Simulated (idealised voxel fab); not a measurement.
Name of the process module below: voxel capacitor over wiring
Cross-section cut: width 265 nm, square cells of 5 nm.
How to read a cross-section here: the picture is a grid of square cells, written as bands going from the top down, and any band can span one or more rows of cells.
Quick guide to a band line: top height, bottom height (nm) up front; then every material left to right with its width in nm. Only one material and it's marked "all across"? Then it fills the band edge to edge. And "air" just means empty space.
Height is counted from the level 0, under which the received wafer is composed throughout of one material. The lowest of the bands is not closed at the bottom but continues downward, in the notation "from 0 down".
It should be noted that a width expressed as "30->40" varies in equal increments from row to row of cells within the band, taking the value of the first number at the top row and that of the second number at the bottom row.
Where a step carries "nothing was modified", the cross-section came out of it unchanged, cell for cell.
"Fully sealed cavities" specifies each empty space that is not open to the top and that occupies no fewer than 8 cells, using the form width x height at distance, the distance measured from the left edge and all three quantities in nm.
What comes after the settings on a step's line is commentary from the simulator itself on that step.
overlay nm: how far to the right of its planned place the mask lay on this masked step (negative: to the left).
Planned process steps
1,RECEIVE (material Si)
2,CONFORMAL_DEP (material SiO2; thk nm 15)
3,CONFORMAL_DEP (material SiCN; thk nm 5)
4,DIRECTIONAL_DEP (material lowk; thk nm 20)
5,DIRECTIONAL_DEP (material aC; thk nm 10)
6,PATTERN (tone open; mask id METAL_1; material resist; width nm 30; pitch nm 80; thk nm 25; overlay nm 0)
7,DIRECTIONAL_ETCH (etch materials aC; depth nm 10)
8,STRIP (etch materials resist)
9,DIRECTIONAL_ETCH (etch materials lowk; depth nm 20)
10,DIRECTIONAL_ETCH (etch materials SiCN; depth nm 5)
11,STRIP (etch materials aC)
12,CONFORMAL_DEP (material TiN; thk nm 5)
13,FILL_DEP (material Ru; thk nm 10)
14,CMP (height nm 40)
15,EPI (material Ru; thk nm 5)
16,FILL_DEP (material SiCN; thk nm 5)
17,DIRECTIONAL_DEP (material SiO2; thk nm 20)
18,DIRECTIONAL_DEP (material aC; thk nm 10)
19,PATTERN (tone open; mask id PLUG_1; material resist; width nm 15; thk nm 25; overlay nm 0)
20,DIRECTIONAL_ETCH (etch materials aC; depth nm 10)
21,STRIP (etch materials resist)
22,DIRECTIONAL_ETCH (etch materials SiO2; depth nm 20)
23,DIRECTIONAL_ETCH (etch materials SiCN; depth nm 5)
24,STRIP (etch materials aC)
25,CONFORMAL_DEP (material TiN; thk nm 5)
26,FILL_DEP (material Cu; thk nm 5)
27,CMP (height nm 70)
28,DIRECTIONAL_DEP (material TiN; thk nm 5)
29,DIRECTIONAL_DEP (material SiN; thk nm 5)
30,DIRECTIONAL_DEP (material TiN; thk nm 5)
31,DIRECTIONAL_DEP (material aC; thk nm 15)
32,PATTERN (tone cover; mask id UPPER_PLATE; material resist; width nm 55; thk nm 30; overlay nm 0)
33,DIRECTIONAL_ETCH (etch materials aC; depth nm 15)
34,STRIP (etch materials resist)
35,DIRECTIONAL_ETCH (etch materials TiN; depth nm 5)
36,DIRECTIONAL_ETCH (etch materials SiN; depth nm 5)
37,STRIP (etch materials aC)
38,MASKED_ETCH (tone cover; mask id LOWER_PLATE; width nm 65; etch materials TiN; depth nm 5; overlay nm 0)
39,FILL_DEP (material SiO2; thk nm 15)
40,CMP (height nm 95)
41,MASKED_ETCH (tone open; mask id PLUG_2; width nm 15; etch materials SiO2; depth nm 10; overlay nm 0)
42,CONFORMAL_DEP (material TiN; thk nm 5)
43,FILL_DEP (material Cu; thk nm 5)
44,CMP (height nm 95)
45,CONFORMAL_DEP (material SiCN; thk nm 5)
What follows covers the first of two wafers; it ran as planned
Incoming wafer in cross-section (state: after step 1)
> from 0 down: Si all across
> Fully sealed cavities: none
Cross-section through the wafer, step 2 finished
> from 15 to 0: SiO2 all across
> No changes below 0.
Cross-section through the wafer, step 3 finished
> from 20 to 15: SiCN all across
> No changes below 15.
Cross-section through the wafer, step 4 finished
> from 40 to 20: lowk all across
> No changes below 20.
Cross-section through the wafer, step 5 finished
> from 50 to 40: aC all across
> No changes below 40.
Cross-section through the wafer, step 6 finished
> from 75 to 50: resist: 75 | air: 30 | resist: 50 | air: 30 | resist: 80
> No changes below 50.
Cross-section through the wafer, step 7 finished
> from 65 to 50: resist: 75 | air: 30 | resist: 50 | air: 30 | resist: 80
> from 50 to 40: aC: 75 | air: 30 | aC: 50 | air: 30 | aC: 80
> No changes below 40.
Cross-section through the wafer, step 8 finished
> from 50 to 40: aC: 75 | air: 30 | aC: 50 | air: 30 | aC: 80
> No changes below 40.
Cross-section through the wafer, step 9 finished
> from 50 to 40: aC: 75 | air: 30 | aC: 50 | air: 30 | aC: 80
> from 40 to 20: lowk: 75 | air: 30 | lowk: 50 | air: 30 | lowk: 80
> No changes below 20.
Cross-section through the wafer, step 10 finished
> from 50 to 40: aC: 75 | air: 30 | aC: 50 | air: 30 | aC: 80
> from 40 to 20: lowk: 75 | air: 30 | lowk: 50 | air: 30 | lowk: 80
> from 20 to 15: SiCN: 75 | air: 30 | SiCN: 50 | air: 30 | SiCN: 80
> No changes below 15.
Cross-section through the wafer, step 11 finished
> from 40 to 20: lowk: 75 | air: 30 | lowk: 50 | air: 30 | lowk: 80
> No changes below 20.
Cross-section through the wafer, step 12 finished
> from 45 to 40: TiN: 80 | air: 20 | TiN: 60 | air: 20 | TiN: 85
> from 40 to 20: lowk: 75 | TiN: 5 | air: 20 | TiN: 5 | lowk: 50 | TiN: 5 | air: 20 | TiN: 5 | lowk: 80
> from 20 to 15: SiCN: 75 | TiN: 30 | SiCN: 50 | TiN: 30 | SiCN: 80
> No changes below 15.
Cross-section through the wafer, step 13 finished
> from 55 to 45: Ru all across
> from 45 to 40: TiN: 80 | Ru: 20 | TiN: 60 | Ru: 20 | TiN: 85
> from 40 to 20: lowk: 75 | TiN: 5 | Ru: 20 | TiN: 5 | lowk: 50 | TiN: 5 | Ru: 20 | TiN: 5 | lowk: 80
> No changes below 20.
Cross-section through the wafer, step 14 finished
> from 40 to 20: lowk: 75 | TiN: 5 | Ru: 20 | TiN: 5 | lowk: 50 | TiN: 5 | Ru: 20 | TiN: 5 | lowk: 80
> No changes below 20.
Cross-section through the wafer, step 15 finished
> from 45 to 40: air: 70 | Ru: 40 | air: 40 | Ru: 40 | air: 75
> No changes below 40.
Cross-section through the wafer, step 16 finished
> from 50 to 45: SiCN all across
> from 45 to 40: SiCN: 70 | Ru: 40 | SiCN: 40 | Ru: 40 | SiCN: 75
> No changes below 40.
Cross-section through the wafer, step 17 finished
> from 70 to 50: SiO2 all across
> No changes below 50.
Cross-section through the wafer, step 18 finished
> from 80 to 70: aC all across
> No changes below 70.
Cross-section through the wafer, step 19 finished
> from 105 to 80: resist: 90 | air: 15 | resist: 160
> No changes below 80.
Cross-section through the wafer, step 20 finished
> from 95 to 80: resist: 90 | air: 15 | resist: 160
> from 80 to 70: aC: 90 | air: 15 | aC: 160
> No changes below 70.
Cross-section through the wafer, step 21 finished
> from 80 to 70: aC: 90 | air: 15 | aC: 160
> No changes below 70.
Cross-section through the wafer, step 22 finished
> from 80 to 70: aC: 90 | air: 15 | aC: 160
> from 70 to 50: SiO2: 90 | air: 15 | SiO2: 160
> No changes below 50.
Cross-section through the wafer, step 23 finished
> from 80 to 70: aC: 90 | air: 15 | aC: 160
> from 70 to 50: SiO2: 90 | air: 15 | SiO2: 160
> from 50 to 45: SiCN: 90 | air: 15 | SiCN: 160
> No changes below 45.
Cross-section through the wafer, step 24 finished
> from 70 to 50: SiO2: 90 | air: 15 | SiO2: 160
> No changes below 50.
Cross-section through the wafer, step 25 finished
> from 75 to 70: TiN: 95 | air: 5 | TiN: 165
> from 70 to 50: SiO2: 90 | TiN: 5 | air: 5 | TiN: 5 | SiO2: 160
> from 50 to 45: SiCN: 90 | TiN: 15 | SiCN: 160
> No changes below 45.
Cross-section through the wafer, step 26 finished
> from 80 to 75: Cu all across
> from 75 to 70: TiN: 95 | Cu: 5 | TiN: 165
> from 70 to 50: SiO2: 90 | TiN: 5 | Cu: 5 | TiN: 5 | SiO2: 160
> No changes below 50.
Cross-section through the wafer, step 27 finished
> from 70 to 50: SiO2: 90 | TiN: 5 | Cu: 5 | TiN: 5 | SiO2: 160
> No changes below 50.
Cross-section through the wafer, step 28 finished
> from 75 to 70: TiN all across
> No changes below 70.
Cross-section through the wafer, step 29 finished
> from 80 to 75: SiN all across
> No changes below 75.
Cross-section through the wafer, step 30 finished
> from 85 to 80: TiN all across
> No changes below 80.
Cross-section through the wafer, step 31 finished
> from 100 to 85: aC all across
> No changes below 85.
Cross-section through the wafer, step 32 finished
> from 130 to 100: air: 90 | resist: 55 | air: 120
> No changes below 100.
Cross-section through the wafer, step 33 finished
> from 115 to 100: air: 90 | resist: 55 | air: 120
> from 100 to 85: air: 90 | aC: 55 | air: 120
> No changes below 85.
Cross-section through the wafer, step 34 finished
> from 100 to 85: air: 90 | aC: 55 | air: 120
> No changes below 85.
Cross-section through the wafer, step 35 finished
> from 100 to 85: air: 90 | aC: 55 | air: 120
> from 85 to 80: air: 90 | TiN: 55 | air: 120
> No changes below 80.
Cross-section through the wafer, step 36 finished
> from 100 to 85: air: 90 | aC: 55 | air: 120
> from 85 to 80: air: 90 | TiN: 55 | air: 120
> from 80 to 75: air: 90 | SiN: 55 | air: 120
> No changes below 75.
Cross-section through the wafer, step 37 finished
> from 85 to 80: air: 90 | TiN: 55 | air: 120
> No changes below 80.
Cross-section through the wafer, step 38 finished
> from 85 to 80: air: 90 | TiN: 55 | air: 120
> from 80 to 75: air: 90 | SiN: 55 | air: 120
> from 75 to 70: air: 85 | TiN: 65 | air: 115
> No changes below 70.
Cross-section through the wafer, step 39 finished
> from 100 to 85: SiO2 all across
> from 85 to 80: SiO2: 90 | TiN: 55 | SiO2: 120
> from 80 to 75: SiO2: 90 | SiN: 55 | SiO2: 120
> from 75 to 70: SiO2: 85 | TiN: 65 | SiO2: 115
> No changes below 70.
Cross-section through the wafer, step 40 finished
> from 95 to 85: SiO2 all across
> No changes below 85.
Cross-section through the wafer, step 41 finished
> from 95 to 85: SiO2: 100 | air: 15 | SiO2: 150
> No changes below 85.
Cross-section through the wafer, step 42 finished
> from 100 to 95: TiN: 105 | air: 5 | TiN: 155
> from 95 to 90: SiO2: 100 | TiN: 5 | air: 5 | TiN: 5 | SiO2: 150
> from 90 to 80: SiO2: 100->90 | TiN: 15->55 | SiO2: 150->120
> No changes below 80.
Cross-section through the wafer, step 43 finished
> from 105 to 100: Cu all across
> from 100 to 95: TiN: 105 | Cu: 5 | TiN: 155
> from 95 to 90: SiO2: 100 | TiN: 5 | Cu: 5 | TiN: 5 | SiO2: 150
> No changes below 90.
Cross-section through the wafer, step 44 finished
> from 95 to 90: SiO2: 100 | TiN: 5 | Cu: 5 | TiN: 5 | SiO2: 150
> No changes below 90.
Cross-section through the wafer, step 45 finished
> from 100 to 95: SiCN all across
> No changes below 95.
Second wafer: same start and same plan as the first, one execution error; identical to the first through step 25
Second wafer, cut view, end of step 26 per plan
> from 80 to 75: SiO2 all across
> from 75 to 70: TiN: 95 | SiO2: 5 | TiN: 165
> from 70 to 50: SiO2: 90 | TiN: 5 | SiO2: 5 | TiN: 5 | SiO2: 160
> No changes below 50.
Second wafer, cut view, end of step 27 per plan
> from 70 to 50: SiO2: 90 | TiN: 5 | SiO2: 5 | TiN: 5 | SiO2: 160
> No changes below 50.
Second wafer, cut view, end of step 28 per plan
> from 75 to 70: TiN all across
> No changes below 70.
Second wafer, cut view, end of step 29 per plan
> from 80 to 75: SiN all across
> No changes below 75.
Second wafer, cut view, end of step 30 per plan
> from 85 to 80: TiN all across
> No changes below 80.
Second wafer, cut view, end of step 31 per plan
> from 100 to 85: aC all across
> No changes below 85.
Second wafer, cut view, end of step 32 per plan
> from 130 to 100: air: 90 | resist: 55 | air: 120
> No changes below 100.
Second wafer, cut view, end of step 33 per plan
> from 115 to 100: air: 90 | resist: 55 | air: 120
> from 100 to 85: air: 90 | aC: 55 | air: 120
> No changes below 85.
Second wafer, cut view, end of step 34 per plan
> from 100 to 85: air: 90 | aC: 55 | air: 120
> No changes below 85.
Second wafer, cut view, end of step 35 per plan
> from 100 to 85: air: 90 | aC: 55 | air: 120
> from 85 to 80: air: 90 | TiN: 55 | air: 120
> No changes below 80.
Second wafer, cut view, end of step 36 per plan
> from 100 to 85: air: 90 | aC: 55 | air: 120
> from 85 to 80: air: 90 | TiN: 55 | air: 120
> from 80 to 75: air: 90 | SiN: 55 | air: 120
> No changes below 75.
Second wafer, cut view, end of step 37 per plan
> from 85 to 80: air: 90 | TiN: 55 | air: 120
> No changes below 80.
Second wafer, cut view, end of step 38 per plan
> from 85 to 80: air: 90 | TiN: 55 | air: 120
> from 80 to 75: air: 90 | SiN: 55 | air: 120
> from 75 to 70: air: 85 | TiN: 65 | air: 115
> No changes below 70.
Second wafer, cut view, end of step 39 per plan
> from 100 to 85: SiO2 all across
> from 85 to 80: SiO2: 90 | TiN: 55 | SiO2: 120
> from 80 to 75: SiO2: 90 | SiN: 55 | SiO2: 120
> from 75 to 70: SiO2: 85 | TiN: 65 | SiO2: 115
> No changes below 70.
Second wafer, cut view, end of step 40 per plan
> from 95 to 85: SiO2 all across
> No changes below 85.
Second wafer, cut view, end of step 41 per plan
> from 95 to 85: SiO2: 100 | air: 15 | SiO2: 150
> No changes below 85.
Second wafer, cut view, end of step 42 per plan
> from 100 to 95: TiN: 105 | air: 5 | TiN: 155
> from 95 to 90: SiO2: 100 | TiN: 5 | air: 5 | TiN: 5 | SiO2: 150
> from 90 to 80: SiO2: 100->90 | TiN: 15->55 | SiO2: 150->120
> No changes below 80.
Second wafer, cut view, end of step 43 per plan
> from 105 to 100: Cu all across
> from 100 to 95: TiN: 105 | Cu: 5 | TiN: 155
> from 95 to 90: SiO2: 100 | TiN: 5 | Cu: 5 | TiN: 5 | SiO2: 150
> No changes below 90.
Second wafer, cut view, end of step 44 per plan
> from 95 to 90: SiO2: 100 | TiN: 5 | Cu: 5 | TiN: 5 | SiO2: 150
> No changes below 90.
Second wafer, cut view, end of step 45 per plan
> from 100 to 95: SiCN all across
> No changes below 95.
Run error: off-plan run, step 26, actual operation and settings FILL_DEP (material SiO2; thk nm 5)
Final cells, second wafer relative to first, materials higher or lower: Cu: 4 fewer; SiO2: 4 more
